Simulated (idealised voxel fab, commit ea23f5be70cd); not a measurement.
You're looking at the process module voxel capacitor over wiring.
cross-section cut | 235 nm wide | cells 5 nm
Cross-section layout: square cells on a grid; listed as bands, top to bottom; a band spans one or more cell rows.
Band entry format. Leading values: height of top, height of bottom, nm. Remainder: materials in left-to-right order, each with its width in nm. Special words: "full width" on a single material, which then fills the band edge to edge; "blank", empty space.
Height reference: 0 = level under which incoming wafer is all one material. Lowest band: no bottom, runs on downward, e.g. "from 0 down".
So if you see something like "30..40" for the width, read it as the top row of the band sitting at the first number and the bottom row at the second, with every row in between moving by the same amount as the last.
Where the words "same as before" appear for a step, the cross-section shows no cell changed by that step; every cell remained as before.
The entry "Fully sealed cavities" lists the empty spaces that cover at least 8 cells and have no open path to the top. Each is written as width x height at distance, where the distance is measured from the left edge and all three values are in nm.
Post-settings text on a step line: simulator's own remark regarding the step.
Each step line may optionally specify "overlay nm", which for a step with a mask gives the rightward distance between the mask's planned place and where it lay, a negative value indicating the leftward direction.
Layout of what follows: cross-section pairs, each bracketing one process step, the after cross-section shown only to the lowest band that changed, the step between and its settings noted under each pair. Pairs may originate in different runs of this module on the same starting wafer; a pair continues from the pair above only where its entry headed "Geometry before processing" says so.
[Geometry before processing]
    from 50 to 35 | lowk full width
    from 35 to 30 | SiCN full width
    from 30 to 15 | SiO2 40  TiN 5  Cu 20  TiN 5  SiO2 70  TiN 5  Cu 20  TiN 5  SiO2 65
    from 15 to 10 | SiCN 40  TiN 30  SiCN 70  TiN 30  SiCN 65
    from 10 to 0 | SiO2 full width
    from 0 down | Si full width
    Fully sealed cavities: none
[Structure After Step]
    from 50 to 35 | lowk 65  blank 15  lowk 155
    Everything below 35 is unchanged.
    Fully sealed cavities: none
What is the step between the two cross-sections above? MASKED_ETCH with tone open, mask id PLUG_1, width nm 15, etch materials lowk, depth nm 15, overlay nm 0
Geometry before processing: same picture as after in the pair right above, so we don't repeat it.
[Structure After Step]
    from 50 to 35 | lowk 65  blank 15  lowk 155
    from 35 to 30 | SiCN 65  blank 15  SiCN 155
    Everything below 30 is unchanged.
    Fully sealed cavities: none
What is the step between the two cross-sections above? MASKED_ETCH with tone open, mask id PLUG_1, width nm 15, etch materials SiCN, depth nm 5, overlay nm 0
Geometry before processing: same picture as after in the pair right above, so we don't repeat it.
[Structure After Step]
    from 50 to 40 | lowk 65  blank 15  lowk 155
    from 40 to 35 | lowk 65  Ru 15  lowk 155
    from 35 to 30 | SiCN 65  Ru 15  SiCN 155
    Everything below 30 is unchanged.
    Fully sealed cavities: none
What is the step between the two cross-sections above? EPI with material Ru, thk nm 10
Geometry before processing: same picture as after in the pair right above, so we don't repeat it.
[Structure After Step]
    from 50 to 35 | lowk 65  Ru 15  lowk 155
    Everything below 35 is unchanged.
    Fully sealed cavities: none
What is the step between the two cross-sections above? EPI with material Ru, thk nm 10
Geometry before processing: same picture as after in the pair right above, so we don't repeat it.
[Structure After Step]
    from 55 to 50 | TiN full width
    Everything below 50 is unchanged.
    Fully sealed cavities: none
What is the step between the two cross-sections above? DIRECTIONAL_DEP with material TiN, thk nm 5
Geometry before processing: same picture as after in the pair right above, so we don't repeat it.
[Structure After Step]
    from 60 to 55 | Al2O3 full width
    Everything below 55 is unchanged.
    Fully sealed cavities: none
What is the step between the two cross-sections above? DIRECTIONAL_DEP with material Al2O3, thk nm 5
Geometry before processing: same picture as after in the pair right above, so we don't repeat it.
[Structure After Step]
    from 65 to 60 | TiN full width
    Everything below 60 is unchanged.
    Fully sealed cavities: none
What is the step between the two cross-sections above? DIRECTIONAL_DEP with material TiN, thk nm 5
Geometry before processing: same picture as after in the pair right above, so we don't repeat it.
[Structure After Step]
    from 65 to 60 | blank 65  TiN 75  blank 95
    Everything below 60 is unchanged.
    Fully sealed cavities: none
What is the step between the two cross-sections above? MASKED_ETCH with tone cover, mask id UPPER_PLATE, width nm 75, etch materials TiN, depth nm 5, overlay nm 0
Geometry before processing: same picture as after in the pair right above, so we don't repeat it.
[Structure After Step]
    from 65 to 60 | blank 65  TiN 75  blank 95
    from 60 to 55 | blank 65  Al2O3 75  blank 95
    Everything below 55 is unchanged.
    Fully sealed cavities: none
What is the step between the two cross-sections above? MASKED_ETCH with tone cover, mask id UPPER_PLATE, width nm 75, etch materials Al2O3, depth nm 5, overlay nm 0
Geometry before processing: same picture as after in the pair right above, so we don't repeat it.
[Structure After Step]
    from 80 to 65 | blank 60  resist 85  blank 90
    from 65 to 60 | blank 60  resist 5  TiN 75  resist 5  blank 90
    from 60 to 55 | blank 60  resist 5  Al2O3 75  resist 5  blank 90
    Everything below 55 is unchanged.
    Fully sealed cavities: none
What is the step between the two cross-sections above? PATTERN with tone cover, mask id LOWER_PLATE, material resist, width nm 85, thk nm 15, overlay nm 0
Geometry before processing: same picture as after in the pair right above, so we don't repeat it.
[Structure After Step]
    from 80 to 65 | blank 60  resist 85  blank 90
    from 65 to 60 | blank 60  resist 5  TiN 75  resist 5  blank 90
    from 60 to 55 | blank 60  resist 5  Al2O3 75  resist 5  blank 90
    from 55 to 50 | blank 60  TiN 85  blank 90
    Everything below 50 is unchanged.
    Fully sealed cavities: none
What is the step between the two cross-sections above? DIRECTIONAL_ETCH with etch materials TiN, depth nm 5
Geometry before processing: same picture as after in the pair right above, so we don't repeat it.
[Structure After Step]
    from 65 to 60 | blank 65  TiN 75  blank 95
    from 60 to 55 | blank 65  Al2O3 75  blank 95
    Everything below 55 is unchanged.
    Fully sealed cavities: none
What is the step between the two cross-sections above? STRIP with etch materials resist
Geometry before processing: same picture as after in the pair right above, so we don't repeat it.
[Structure After Step]
    from 80 to 65 | SiO2 full width
    from 65 to 60 | SiO2 65  TiN 75  SiO2 95
    from 60 to 55 | SiO2 65  Al2O3 75  SiO2 95
    from 55 to 50 | SiO2 60  TiN 85  SiO2 90
    Everything below 50 is unchanged.
    Fully sealed cavities: none
What is the step between the two cross-sections above? FILL_DEP with material SiO2, thk nm 15
Geometry before processing: same picture as after in the pair right above, so we don't repeat it.
[Structure After Step]
    from 75 to 65 | SiO2 full width
    Everything below 65 is unchanged.
    Fully sealed cavities: none
What is the step between the two cross-sections above? CMP with height nm 75
Geometry before processing: same picture as after in the pair right above, so we don't repeat it.
[Structure After Step]
    from 85 to 75 | aC full width
    Everything below 75 is unchanged.
    Fully sealed cavities: none
What is the step between the two cross-sections above? DIRECTIONAL_DEP with material aC, thk nm 10
Geometry before processing: same picture as after in the pair right above, so we don't repeat it.
[Structure After Step]
    from 115 to 85 | resist 75  blank 15  resist 145
    Everything below 85 is unchanged.
    Fully sealed cavities: none
What is the step between the two cross-sections above? PATTERN with tone open, mask id PLUG_2, material resist, width nm 15, thk nm 30, overlay nm 0
Geometry before processing: same picture as after in the pair right above, so we don't repeat it.
[Structure After Step]
    from 105 to 85 | resist 75  blank 15  resist 145
    from 85 to 75 | aC 75  blank 15  aC 145
    Everything below 75 is unchanged.
    Fully sealed cavities: none
What is the step between the two cross-sections above? DIRECTIONAL_ETCH with etch materials aC, depth nm 10
Geometry before processing: same picture as after in the pair right above, so we don't repeat it.
[Structure After Step]
    from 85 to 75 | aC 75  blank 15  aC 145
    Everything below 75 is unchanged.
    Fully sealed cavities: none
What is the step between the two cross-sections above? STRIP with etch materials resist
Geometry before processing: same picture as after in the pair right above, so we don't repeat it.
[Structure After Step]
    from 85 to 75 | aC 75  blank 15  aC 145
    from 75 to 65 | SiO2 75  blank 15  SiO2 145
    Everything below 65 is unchanged.
    Fully sealed cavities: none
What is the step between the two cross-sections above? DIRECTIONAL_ETCH with etch materials SiO2, depth nm 10
Geometry before processing: same picture as after in the pair right above, so we don't repeat it.
[Structure After Step]
    from 75 to 65 | SiO2 75  blank 15  SiO2 145
    Everything below 65 is unchanged.
    Fully sealed cavities: none
What is the step between the two cross-sections above? STRIP with etch materials aC
Geometry before processing: same picture as after in the pair right above, so we don't repeat it.
[Structure After Step]
    from 80 to 75 | TiN 80  blank 5  TiN 150
    from 75 to 70 | SiO2 75  TiN 5  blank 5  TiN 5  SiO2 145
    from 70 to 60 | SiO2 75..65  TiN 15..75  SiO2 145..95
    Everything below 60 is unchanged.
    Fully sealed cavities: none
What is the step between the two cross-sections above? CONFORMAL_DEP with material TiN, thk nm 5
Geometry before processing: same picture as after in the pair right above, so we don't repeat it.
[Structure After Step]
    from 90 to 80 | Cu full width
    from 80 to 75 | TiN 80  Cu 5  TiN 150
    from 75 to 70 | SiO2 75  TiN 5  Cu 5  TiN 5  SiO2 145
    Everything below 70 is unchanged.
    Fully sealed cavities: none
What is the step between the two cross-sections above? FILL_DEP with material Cu, thk nm 10
Geometry before processing: same picture as after in the pair right above, so we don't repeat it.
[Structure After Step]
    from 75 to 70 | SiO2 75  TiN 5  Cu 5  TiN 5  SiO2 145
    Everything below 70 is unchanged.
    Fully sealed cavities: none
What is the step between the two cross-sections above? CMP with height nm 75
Geometry before processing: same picture as after in the pair right above, so we don't repeat it.
[Structure After Step]
    from 80 to 75 | SiCN full width
    Everything below 75 is unchanged.
    Fully sealed cavities: none
What is the step between the two cross-sections above? CONFORMAL_DEP with material SiCN, thk nm 5
[Geometry before processing]
    from 0 down | Si full width
    Fully sealed cavities: none
[Structure After Step]
    from 10 to 0 | Al2O3 full width
    Everything below 0 is unchanged.
    Fully sealed cavities: none
What is the step between the two cross-sections above? CONFORMAL_DEP with material Al2O3, thk nm 10
Geometry before processing: same picture as after in the pair right above, so we don't repeat it.
[Structure After Step]
    from 15 to 10 | SiCN full width
    Everything below 10 is unchanged.
    Fully sealed cavities: none
What is the step between the two cross-sections above? CONFORMAL_DEP with material SiCN, thk nm 5
Geometry before processing: same picture as after in the pair right above, so we don't repeat it.
[Structure After Step]
    from 30 to 15 | SiO2 full width
    Everything below 15 is unchanged.
    Fully sealed cavities: none
What is the step between the two cross-sections above? DIRECTIONAL_DEP with material SiO2, thk nm 15
Geometry before processing: same picture as after in the pair right above, so we don't repeat it.
[Structure After Step]
    from 50 to 30 | resist 50  blank 30  resist 70  blank 30  resist 55
    Everything below 30 is unchanged.
    Fully sealed cavities: none
What is the step between the two cross-sections above? PATTERN with tone open, mask id METAL_1, material resist, width nm 30, pitch nm 100, thk nm 20, overlay nm 0
Geometry before processing: same picture as after in the pair right above, so we don't repeat it.
[Structure After Step]
    from 50 to 30 | resist 50  blank 30  resist 70  blank 30  resist 55
    from 30 to 15 | SiO2 50  blank 30  SiO2 70  blank 30  SiO2 55
    Everything below 15 is unchanged.
    Fully sealed cavities: none
What is the step between the two cross-sections above? DIRECTIONAL_ETCH with etch materials SiO2, depth nm 15
Geometry before processing: same picture as after in the pair right above, so we don't repeat it.
[Structure After Step]
    from 50 to 30 | resist 50  blank 30  resist 70  blank 30  resist 55
    from 30 to 15 | SiO2 50  blank 30  SiO2 70  blank 30  SiO2 55
    from 15 to 10 | SiCN 50  blank 30  SiCN 70  blank 30  SiCN 55
    Everything below 10 is unchanged.
    Fully sealed cavities: none
What is the step between the two cross-sections above? DIRECTIONAL_ETCH with etch materials SiCN, depth nm 5
Geometry before processing: same picture as after in the pair right above, so we don't repeat it.
[Structure After Step]
    from 30 to 15 | SiO2 50  blank 30  SiO2 70  blank 30  SiO2 55
    Everything below 15 is unchanged.
    Fully sealed cavities: none
What is the step between the two cross-sections above? STRIP with etch materials resist
Geometry before processing: same picture as after in the pair right above, so we don't repeat it.
[Structure After Step]
    from 35 to 30 | TiN 55  blank 20  TiN 80  blank 20  TiN 60
    from 30 to 15 | SiO2 50  TiN 5  blank 20  TiN 5  SiO2 70  TiN 5  blank 20  TiN 5  SiO2 55
    from 15 to 10 | SiCN 50  TiN 30  SiCN 70  TiN 30  SiCN 55
    Everything below 10 is unchanged.
    Fully sealed cavities: none
What is the step between the two cross-sections above? CONFORMAL_DEP with material TiN, thk nm 5
Geometry before processing: same picture as after in the pair right above, so we don't repeat it.
[Structure After Step]
    from 40 to 35 | Cu full width
    from 35 to 30 | TiN 55  Cu 20  TiN 80  Cu 20  TiN 60
    from 30 to 15 | SiO2 50  TiN 5  Cu 20  TiN 5  SiO2 70  TiN 5  Cu 20  TiN 5  SiO2 55
    Everything below 15 is unchanged.
    Fully sealed cavities: none
What is the step between the two cross-sections above? FILL_DEP with material Cu, thk nm 5
Geometry before processing: same picture as after in the pair right above, so we don't repeat it.
[Structure After Step]
    from 30 to 15 | SiO2 50  TiN 5  Cu 20  TiN 5  SiO2 70  TiN 5  Cu 20  TiN 5  SiO2 55
    Everything below 15 is unchanged.
    Fully sealed cavities: none
What is the step between the two cross-sections above? CMP with height nm 30
Geometry before processing: same picture as after in the pair right above, so we don't repeat it.
[Structure After Step]
    from 35 to 30 | SiCN full width
    Everything below 30 is unchanged.
    Fully sealed cavities: none
What is the step between the two cross-sections above? CONFORMAL_DEP with material SiCN, thk nm 5
Geometry before processing: same picture as after in the pair right above, so we don't repeat it.
[Structure After Step]
    from 50 to 35 | lowk full width
    Everything below 35 is unchanged.
    Fully sealed cavities: none
What is the step between the two cross-sections above? DIRECTIONAL_DEP with material lowk, thk nm 15
Geometry before processing: same picture as after in the pair right above, so we don't repeat it.
[Structure After Step]
    from 50 to 35 | lowk 65  blank 15  lowk 155
    Everything below 35 is unchanged.
    Fully sealed cavities: none
What is the step between the two cross-sections above? MASKED_ETCH with tone open, mask id PLUG_1, width nm 15, etch materials lowk, depth nm 15, overlay nm 0
Geometry before processing: same picture as after in the pair right above, so we don't repeat it.
[Structure After Step]
    from 50 to 35 | lowk 65  blank 15  lowk 155
    from 35 to 30 | SiCN 65  blank 15  SiCN 155
    Everything below 30 is unchanged.
    Fully sealed cavities: none
What is the step between the two cross-sections above? MASKED_ETCH with tone open, mask id PLUG_1, width nm 15, etch materials SiCN, depth nm 5, overlay nm 0
Geometry before processing: same picture as after in the pair right above, so we don't repeat it.
[Structure After Step]
    from 50 to 40 | lowk 65  blank 15  lowk 155
    from 40 to 35 | lowk 65  Ru 15  lowk 155
    from 35 to 30 | SiCN 65  Ru 15  SiCN 155
    Everything below 30 is unchanged.
    Fully sealed cavities: none
What is the step between the two cross-sections above? EPI with material Ru, thk nm 10
Geometry before processing: same picture as after in the pair right above, so we don't repeat it.
[Structure After Step]
    from 50 to 35 | lowk 65  Ru 15  lowk 155
    Everything below 35 is unchanged.
    Fully sealed cavities: none
What is the step between the two cross-sections above? EPI with material Ru, thk nm 10
Geometry before processing: same picture as after in the pair right above, so we don't repeat it.
[Structure After Step]
    from 55 to 50 | TiN full width
    Everything below 50 is unchanged.
    Fully sealed cavities: none
What is the step between the two cross-sections above? DIRECTIONAL_DEP with material TiN, thk nm 5
Geometry before processing: same picture as after in the pair right above, so we don't repeat it.
[Structure After Step]
    from 60 to 55 | Al2O3 full width
    Everything below 55 is unchanged.
    Fully sealed cavities: none
What is the step between the two cross-sections above? DIRECTIONAL_DEP with material Al2O3, thk nm 5
Geometry before processing: same picture as after in the pair right above, so we don't repeat it.
[Structure After Step]
    from 65 to 60 | TiN full width
    Everything below 60 is unchanged.
    Fully sealed cavities: none
What is the step between the two cross-sections above? DIRECTIONAL_DEP with material TiN, thk nm 5
Geometry before processing: same picture as after in the pair right above, so we don't repeat it.
[Structure After Step]
    from 65 to 60 | blank 65  TiN 75  blank 95
    Everything below 60 is unchanged.
    Fully sealed cavities: none
What is the step between the two cross-sections above? MASKED_ETCH with tone cover, mask id UPPER_PLATE, width nm 75, etch materials TiN, depth nm 5, overlay nm 0
Geometry before processing: same picture as after in the pair right above, so we don't repeat it.
[Structure After Step]
    from 65 to 60 | blank 65  TiN 75  blank 95
    from 60 to 55 | blank 65  Al2O3 75  blank 95
    Everything below 55 is unchanged.
    Fully sealed cavities: none
What is the step between the two cross-sections above? MASKED_ETCH with tone cover, mask id UPPER_PLATE, width nm 75, etch materials Al2O3, depth nm 5, overlay nm 0
Geometry before processing: same picture as after in the pair right above, so we don't repeat it.
[Structure After Step]
    from 80 to 65 | blank 60  resist 85  blank 90
    from 65 to 60 | blank 60  resist 5  TiN 75  resist 5  blank 90
    from 60 to 55 | blank 60  resist 5  Al2O3 75  resist 5  blank 90
    Everything below 55 is unchanged.
    Fully sealed cavities: none
What is the step between the two cross-sections above? PATTERN with tone cover, mask id LOWER_PLATE, material resist, width nm 85, thk nm 15, overlay nm 0
Geometry before processing: same picture as after in the pair right above, so we don't repeat it.
[Structure After Step]
    from 80 to 65 | blank 60  resist 85  blank 90
    from 65 to 60 | blank 60  resist 5  TiN 75  resist 5  blank 90
    from 60 to 55 | blank 60  resist 5  Al2O3 75  resist 5  blank 90
    from 55 to 50 | blank 60  TiN 85  blank 90
    Everything below 50 is unchanged.
    Fully sealed cavities: none
What is the step between the two cross-sections above? DIRECTIONAL_ETCH with etch materials TiN, depth nm 5
Geometry before processing: same picture as after in the pair right above, so we don't repeat it.
[Structure After Step]
    from 65 to 60 | blank 65  TiN 75  blank 95
    from 60 to 55 | blank 65  Al2O3 75  blank 95
    Everything below 55 is unchanged.
    Fully sealed cavities: none
What is the step between the two cross-sections above? STRIP with etch materials resist
Geometry before processing: same picture as after in the pair right above, so we don't repeat it.
[Structure After Step]
    from 80 to 65 | SiO2 full width
    from 65 to 60 | SiO2 65  TiN 75  SiO2 95
    from 60 to 55 | SiO2 65  Al2O3 75  SiO2 95
    from 55 to 50 | SiO2 60  TiN 85  SiO2 90
    Everything below 50 is unchanged.
    Fully sealed cavities: none
What is the step between the two cross-sections above? FILL_DEP with material SiO2, thk nm 15
Geometry before processing: same picture as after in the pair right above, so we don't repeat it.
[Structure After Step]
    from 75 to 65 | SiO2 full width
    Everything below 65 is unchanged.
    Fully sealed cavities: none
What is the step between the two cross-sections above? CMP with height nm 75
Geometry before processing: same picture as after in the pair right above, so we don't repeat it.
[Structure After Step]
    from 85 to 75 | aC full width
    Everything below 75 is unchanged.
    Fully sealed cavities: none
What is the step between the two cross-sections above? DIRECTIONAL_DEP with material aC, thk nm 10
Geometry before processing: same picture as after in the pair right above, so we don't repeat it.
[Structure After Step]
    from 115 to 85 | resist 75  blank 15  resist 145
    Everything below 85 is unchanged.
    Fully sealed cavities: none
What is the step between the two cross-sections above? PATTERN with tone open, mask id PLUG_2, material resist, width nm 15, thk nm 30, overlay nm 0
Geometry before processing: same picture as after in the pair right above, so we don't repeat it.
[Structure After Step]
    from 105 to 85 | resist 75  blank 15  resist 145
    from 85 to 75 | aC 75  blank 15  aC 145
    Everything below 75 is unchanged.
    Fully sealed cavities: none
What is the step between the two cross-sections above? DIRECTIONAL_ETCH with etch materials aC, depth nm 10
Geometry before processing: same picture as after in the pair right above, so we don't repeat it.
[Structure After Step]
    from 85 to 75 | aC 75  blank 15  aC 145
    Everything below 75 is unchanged.
    Fully sealed cavities: none
What is the step between the two cross-sections above? STRIP with etch materials resist
Geometry before processing: same picture as after in the pair right above, so we don't repeat it.
[Structure After Step]
    from 85 to 75 | aC 75  blank 15  aC 145
    from 75 to 65 | SiO2 75  blank 15  SiO2 145
    Everything below 65 is unchanged.
    Fully sealed cavities: none
What is the step between the two cross-sections above? DIRECTIONAL_ETCH with etch materials SiO2, depth nm 10
Geometry before processing: same picture as after in the pair right above, so we don't repeat it.
[Structure After Step]
    from 75 to 65 | SiO2 75  blank 15  SiO2 145
    Everything below 65 is unchanged.
    Fully sealed cavities: none
What is the step between the two cross-sections above? STRIP with etch materials aC
Geometry before processing: same picture as after in the pair right above, so we don't repeat it.
[Structure After Step]
    from 80 to 75 | TiN 80  blank 5  TiN 150
    from 75 to 70 | SiO2 75  TiN 5  blank 5  TiN 5  SiO2 145
    from 70 to 60 | SiO2 75..65  TiN 15..75  SiO2 145..95
    Everything below 60 is unchanged.
    Fully sealed cavities: none
What is the step between the two cross-sections above? CONFORMAL_DEP with material TiN, thk nm 5
Geometry before processing: same picture as after in the pair right above, so we don't repeat it.
[Structure After Step]
    from 90 to 80 | Cu full width
    from 80 to 75 | TiN 80  Cu 5  TiN 150
    from 75 to 70 | SiO2 75  TiN 5  Cu 5  TiN 5  SiO2 145
    Everything below 70 is unchanged.
    Fully sealed cavities: none
What is the step between the two cross-sections above? FILL_DEP with material Cu, thk nm 10
Geometry before processing: same picture as after in the pair right above, so we don't repeat it.
[Structure After Step]
    from 75 to 70 | SiO2 75  TiN 5  Cu 5  TiN 5  SiO2 145
    Everything below 70 is unchanged.
    Fully sealed cavities: none
What is the step between the two cross-sections above? CMP with height nm 75
Geometry before processing: same picture as after in the pair right above, so we don't repeat it.
[Structure After Step]
    from 80 to 75 | SiCN full width
    Everything below 75 is unchanged.
    Fully sealed cavities: none
What is the step between the two cross-sections above? CONFORMAL_DEP with material SiCN, thk nm 5
[Geometry before processing]
    from 65 to 60 | blank 65  TiN 75  blank 95
    from 60 to 55 | blank 65  Al2O3 75  blank 95
    from 55 to 50 | TiN full width
    from 50 to 35 | lowk 65  Ru 15  lowk 155
    from 35 to 30 | SiCN 65  Ru 15  SiCN 155
    from 30 to 15 | SiO2 50  TiN 5  Cu 20  TiN 5  SiO2 70  TiN 5  Cu 20  TiN 5  SiO2 55
    from 15 to 10 | SiCN 50  TiN 30  SiCN 70  TiN 30  SiCN 55
    from 10 to 0 | SiO2 full width
    from 0 down | Si full width
    Fully sealed cavities: none
[Structure After Step]
    from 80 to 65 | resist 60  blank 85  resist 90
    from 65 to 60 | resist 60  blank 5  TiN 75  blank 5  resist 90
    from 60 to 55 | resist 60  blank 5  Al2O3 75  blank 5  resist 90
    Everything below 55 is unchanged.
    Fully sealed cavities: none
What is the step between the two cross-sections above? PATTERN with tone open, mask id LOWER_PLATE, material resist, width nm 85, thk nm 15, overlay nm 0
Geometry before processing: same picture as after in the pair right above, so we don't repeat it.
[Structure After Step]
    from 80 to 60 | resist 60  blank 85  resist 90
    from 60 to 55 | resist 60  blank 5  Al2O3 75  blank 5  resist 90
    from 55 to 50 | TiN 60  blank 5  TiN 75  blank 5  TiN 90
    Everything below 50 is unchanged.
    Fully sealed cavities: none
What is the step between the two cross-sections above? DIRECTIONAL_ETCH with etch materials TiN, depth nm 5
Geometry before processing: same picture as after in the pair right above, so we don't repeat it.
[Structure After Step]
    from 60 to 55 | blank 65  Al2O3 75  blank 95
    Everything below 55 is unchanged.
    Fully sealed cavities: none
What is the step between the two cross-sections above? STRIP with etch materials resist
Geometry before processing: same picture as after in the pair right above, so we don't repeat it.
[Structure After Step]
    from 75 to 60 | SiO2 full width
    from 60 to 55 | SiO2 65  Al2O3 75  SiO2 95
    from 55 to 50 | TiN 60  SiO2 5  TiN 75  SiO2 5  TiN 90
    Everything below 50 is unchanged.
    Fully sealed cavities: none
What is the step between the two cross-sections above? FILL_DEP with material SiO2, thk nm 15
Geometry before processing: same picture as after in the pair right above, so we don't repeat it.
[Structure After Step]
    from 85 to 75 | aC full width
    Everything below 75 is unchanged.
    Fully sealed cavities: none
What is the step between the two cross-sections above? DIRECTIONAL_DEP with material aC, thk nm 10
Geometry before processing: same picture as after in the pair right above, so we don't repeat it.
[Structure After Step]
    from 115 to 85 | resist 75  blank 15  resist 145
    Everything below 85 is unchanged.
    Fully sealed cavities: none
What is the step between the two cross-sections above? PATTERN with tone open, mask id PLUG_2, material resist, width nm 15, thk nm 30, overlay nm 0
Geometry before processing: same picture as after in the pair right above, so we don't repeat it.
[Structure After Step]
    from 105 to 85 | resist 75  blank 15  resist 145
    from 85 to 75 | aC 75  blank 15  aC 145
    Everything below 75 is unchanged.
    Fully sealed cavities: none
What is the step between the two cross-sections above? DIRECTIONAL_ETCH with etch materials aC, depth nm 10
Geometry before processing: same picture as after in the pair right above, so we don't repeat it.
[Structure After Step]
    from 85 to 75 | aC 75  blank 15  aC 145
    Everything below 75 is unchanged.
    Fully sealed cavities: none
What is the step between the two cross-sections above? STRIP with etch materials resist
Geometry before processing: same picture as after in the pair right above, so we don't repeat it.
[Structure After Step]
    from 85 to 75 | aC 75  blank 15  aC 145
    from 75 to 65 | SiO2 75  blank 15  SiO2 145
    Everything below 65 is unchanged.
    Fully sealed cavities: none
What is the step between the two cross-sections above? DIRECTIONAL_ETCH with etch materials SiO2, depth nm 10
Geometry before processing: same picture as after in the pair right above, so we don't repeat it.
[Structure After Step]
    from 75 to 65 | SiO2 75  blank 15  SiO2 145
    Everything below 65 is unchanged.
    Fully sealed cavities: none
What is the step between the two cross-sections above? STRIP with etch materials aC
Geometry before processing: same picture as after in the pair right above, so we don't repeat it.
[Structure After Step]
    from 80 to 75 | TiN 80  blank 5  TiN 150
    from 75 to 70 | SiO2 75  TiN 5  blank 5  TiN 5  SiO2 145
    from 70 to 65 | SiO2 75  TiN 15  SiO2 145
    Everything below 65 is unchanged.
    Fully sealed cavities: none
What is the step between the two cross-sections above? CONFORMAL_DEP with material TiN, thk nm 5
Geometry before processing: same picture as after in the pair right above, so we don't repeat it.
[Structure After Step]
    from 90 to 80 | Cu full width
    from 80 to 75 | TiN 80  Cu 5  TiN 150
    from 75 to 70 | SiO2 75  TiN 5  Cu 5  TiN 5  SiO2 145
    Everything below 70 is unchanged.
    Fully sealed cavities: none
What is the step between the two cross-sections above? FILL_DEP with material Cu, thk nm 10
Geometry before processing: same picture as after in the pair right above, so we don't repeat it.
[Structure After Step]
    from 75 to 70 | SiO2 75  TiN 5  Cu 5  TiN 5  SiO2 145
    Everything below 70 is unchanged.
    Fully sealed cavities: none
What is the step between the two cross-sections above? CMP with height nm 75
Geometry before processing: same picture as after in the pair right above, so we don't repeat it.
[Structure After Step]
    from 80 to 75 | SiCN full width
    Everything below 75 is unchanged.
    Fully sealed cavities: none
What is the step between the two cross-sections above? CONFORMAL_DEP with material SiCN, thk nm 5
